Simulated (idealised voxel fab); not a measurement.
Title: Process Module voxel gate over fins
Xsec cut, 230 nm wide, square cell size 5 nm.
When this document writes out a cross-section, it uses a grid of square cells and lists it as bands, beginning at the top and moving down, with a band standing for one or more rows of cells. Basically the band line says how high the top is and how high the bottom is, in nm, and then what's in it from left to right, every material with its width in nm. Empty space shows up as "empty", and if a single material carries "all across" it runs the full band edge to edge. Measure heights from 0. That's the level where, below it, the as-received wafer is all one material. The lowest band is bottomless and extends downward; write it as in "0 nm and below". Per-row width for "30 to 40": begins at first number (top row of band), ends at second number (bottom row), increment between rows held constant. "everything unchanged" means the step left every cell of the cross-section as it was. If an empty space has no open way to the top and is at least 8 cells in size, "Sealed void listing" lists it, written width x height at distance, where distance is measured from the left edge and every value is in nm. That trailing text on a step's line, after the settings, is the simulator's own remark on the step. overlay nm: how far to the right of its planned place the mask lay on this masked step (negative: to the left).

List of planned process steps:
step 1: RECEIVE (material Si)
step 2: CONFORMAL_DEP (material SiN; thk nm 10)
step 3: PATTERN (tone cover; mask id FINS; material resist; width nm 15; pitch nm 50; thk nm 15; overlay nm 0)
step 4: DIRECTIONAL_ETCH (etch materials SiN; depth nm 10)
step 5: DIRECTIONAL_ETCH (etch materials Si; depth nm 35)
step 6: STRIP (etch materials resist)
step 7: OXIDIZE (depth nm 5)
step 8: FILL_DEP (material SiO2; thk nm 5)
step 9: CMP (height nm 10)
step 10: DIRECTIONAL_DEP (material aC; thk nm 10)
step 11: PATTERN (tone open; mask id RAIL; material resist; width nm 15; thk nm 30; overlay nm 0)
step 12: DIRECTIONAL_ETCH (etch materials aC; depth nm 10)
step 13: STRIP (etch materials resist)
step 14: DIRECTIONAL_ETCH (etch materials SiO2; depth nm 40)
step 15: STRIP (etch materials aC)
step 16: CONFORMAL_DEP (material TiN; thk nm 5)
step 17: FILL_DEP (material W; thk nm 10)
step 18: CMP (height nm 10)
step 19: SELECTIVE_ETCH (etch materials W Ru TiN; depth nm 25)
step 20: FILL_DEP (material SiO2; thk nm 5)
step 21: CMP (height nm 10)
step 22: SELECTIVE_ETCH (etch materials SiO2; depth nm 20)
step 23: STRIP (etch materials SiN)
step 24: CONFORMAL_DEP (material HfO2; thk nm 5)
step 25: CONFORMAL_DEP (material TiN; thk nm 5)
step 26: CONFORMAL_DEP (material TiAl; thk nm 5)
step 27: CONFORMAL_DEP (material TiN; thk nm 5)
step 28: FILL_DEP (material W; thk nm 15)
step 29: CMP (height nm 30)
step 30: CONFORMAL_DEP (material SiCN; thk nm 5)

Wafer cross-section on receipt, i.e. after step 1:
> 0 nm and below  Si all across
> Sealed void listing: none

Same starting wafer, same plan as above, one mistake in the execution; this is the cross-section at the end of the module:
> 35 nm to 30 nm  SiCN all across
> 30 nm to 20 nm  W all across
> 20 nm to 10 nm  W=40  TiN=45  W=5  TiN=45  W=5  TiN=45  W=45
> 10 nm to 5 nm  TiN=50  TiAl=25  TiN=25  TiAl=25  TiN=25  TiAl=25  TiN=55
> 5 nm to 0 nm  TiN=50  TiAl=5  HfO2=15  TiAl=5  TiN=25  TiAl=5  HfO2=15  TiAl=5  TiN=25  TiAl=5  HfO2=15  TiAl=5  TiN=55
> 0 nm to -5 nm  TiAl=55  HfO2=5  Si=5  HfO2=5  TiAl=35  HfO2=5  Si=5  HfO2=5  TiAl=35  HfO2=5  Si=5  HfO2=5  TiAl=60
> -5 nm to -10 nm  HfO2=60  Si=5  HfO2=45  Si=5  HfO2=45  Si=5  HfO2=65
> -10 nm to -15 nm  SiO2=60  Si=5  SiO2=45  Si=5  SiO2=45  Si=5  SiO2=65
> -15 nm to -25 nm  SiO2=60  Si=5  SiO2=15  TiN=5  W=5  TiN=5  SiO2=15  Si=5  SiO2=45  Si=5  SiO2=65
> -25 nm to -30 nm  SiO2=60  Si=5  SiO2=15  TiN=15  SiO2=15  Si=5  SiO2=45  Si=5  SiO2=65
> -30 nm to -40 nm  SiO2=60  Si=5  SiO2=45  Si=5  SiO2=45  Si=5  SiO2=65
> -40 nm and below  Si all across
> Sealed void listing: none
It is concluded that the wafer was processed incorrectly with respect to the plan, in that note: step 25 <-> step 26, run order reversed vs plan
